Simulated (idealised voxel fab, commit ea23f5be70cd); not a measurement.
process module | voxel plated lines
cross-section cut | 215 nm wide | cells 5 nm
A cross-section is a grid of square cells, given in bands from the top down. A band is one or more rows of cells.
Each band's line starts with the height of the band's top and of its bottom, in nm. Then come its materials from left to right, each with its width in nm. One material with "throughout" fills the band from edge to edge. "air" is empty space.
Height 0 is the level under which the wafer as received is all one material. The lowest band goes on downwards, as in "0 down".
A width such as "30 to 40" changes by the same amount from each row of cells to the next, from the band's top row to its bottom row.
"no change" after a step means that no cell of the cross-section changed.
closed voids: empty space of 8 cells or more with no open way to the top, each as width x height at its distance from the left edge, in nm
after a step's settings: what the simulator itself notes on the step
overlay nm, on a step with a mask: how far to the right of its planned place the mask lay; to the left if negative
plan
1 op RECEIVE | material Si
2 op CONFORMAL_DEP | material SiO2 | thk nm 15
3 op DIRECTIONAL_DEP | material TiN | thk nm 5
4 op PATTERN | tone open | mask id LINES | material resist | width nm 20 | pitch nm 40 | thk nm 40 | overlay nm 0
5 op EPI | material Ru | thk nm 10
6 op EPI | material Ru | thk nm 5
7 op EPI | material Ru | thk nm 5
8 op STRIP | etch materials resist
9 op DIRECTIONAL_ETCH | etch materials TiN | depth nm 5
10 op CONFORMAL_DEP | material SiN | thk nm 10
first wafer, as planned
as received, after step 1
  0 down: Si throughout
  closed voids: none
after step 2
  15 to 0: SiO2 throughout
  below 0: unchanged
after step 3
  20 to 15: TiN throughout
  below 15: unchanged
after step 4
  60 to 20: resist 55 | air 20 | resist 20 | air 20 | resist 20 | air 20 | resist 60
  below 20: unchanged
after step 5
  60 to 30: resist 55 | air 20 | resist 20 | air 20 | resist 20 | air 20 | resist 60
  30 to 20: resist 55 | Ru 20 | resist 20 | Ru 20 | resist 20 | Ru 20 | resist 60
  below 20: unchanged
after step 6
  60 to 35: resist 55 | air 20 | resist 20 | air 20 | resist 20 | air 20 | resist 60
  35 to 20: resist 55 | Ru 20 | resist 20 | Ru 20 | resist 20 | Ru 20 | resist 60
  below 20: unchanged
after step 7
  60 to 40: resist 55 | air 20 | resist 20 | air 20 | resist 20 | air 20 | resist 60
  40 to 20: resist 55 | Ru 20 | resist 20 | Ru 20 | resist 20 | Ru 20 | resist 60
  below 20: unchanged
after step 8
  40 to 20: air 55 | Ru 20 | air 20 | Ru 20 | air 20 | Ru 20 | air 60
  below 20: unchanged
after step 9
  40 to 20: air 55 | Ru 20 | air 20 | Ru 20 | air 20 | Ru 20 | air 60
  20 to 15: air 55 | TiN 20 | air 20 | TiN 20 | air 20 | TiN 20 | air 60
  below 15: unchanged
after step 10
  50 to 40: air 45 | SiN 120 | air 50
  40 to 25: air 45 | SiN 10 | Ru 20 | SiN 20 | Ru 20 | SiN 20 | Ru 20 | SiN 10 | air 50
  25 to 20: SiN 55 | Ru 20 | SiN 20 | Ru 20 | SiN 20 | Ru 20 | SiN 60
  20 to 15: SiN 55 | TiN 20 | SiN 20 | TiN 20 | SiN 20 | TiN 20 | SiN 60
  below 15: unchanged
second wafer: like start, like plan, one mistake. Through step 4 it matches the first wafer
when step 5 should have ended
  60 to 40: resist 55 | air 20 | resist 20 | air 20 | resist 20 | air 20 | resist 60
  40 to 20: resist 55 | Ru 20 | resist 20 | Ru 20 | resist 20 | Ru 20 | resist 60
  below 20: unchanged
when step 6 should have ended
  60 to 45: resist 55 | air 20 | resist 20 | air 20 | resist 20 | air 20 | resist 60
  45 to 20: resist 55 | Ru 20 | resist 20 | Ru 20 | resist 20 | Ru 20 | resist 60
  below 20: unchanged
when step 7 should have ended
  60 to 50: resist 55 | air 20 | resist 20 | air 20 | resist 20 | air 20 | resist 60
  50 to 20: resist 55 | Ru 20 | resist 20 | Ru 20 | resist 20 | Ru 20 | resist 60
  below 20: unchanged
when step 8 should have ended
  50 to 20: air 55 | Ru 20 | air 20 | Ru 20 | air 20 | Ru 20 | air 60
  below 20: unchanged
when step 9 should have ended
  50 to 20: air 55 | Ru 20 | air 20 | Ru 20 | air 20 | Ru 20 | air 60
  20 to 15: air 55 | TiN 20 | air 20 | TiN 20 | air 20 | TiN 20 | air 60
  below 15: unchanged
when step 10 should have ended
  60 to 50: air 45 | SiN 120 | air 50
  50 to 25: air 45 | SiN 10 | Ru 20 | SiN 20 | Ru 20 | SiN 20 | Ru 20 | SiN 10 | air 50
  25 to 20: SiN 55 | Ru 20 | SiN 20 | Ru 20 | SiN 20 | Ru 20 | SiN 60
  20 to 15: SiN 55 | TiN 20 | SiN 20 | TiN 20 | SiN 20 | TiN 20 | SiN 60
  below 15: unchanged
what went wrong: step 5 was run twice
at the end the second wafer has, in cells: 24 more of Ru | 24 more of SiN
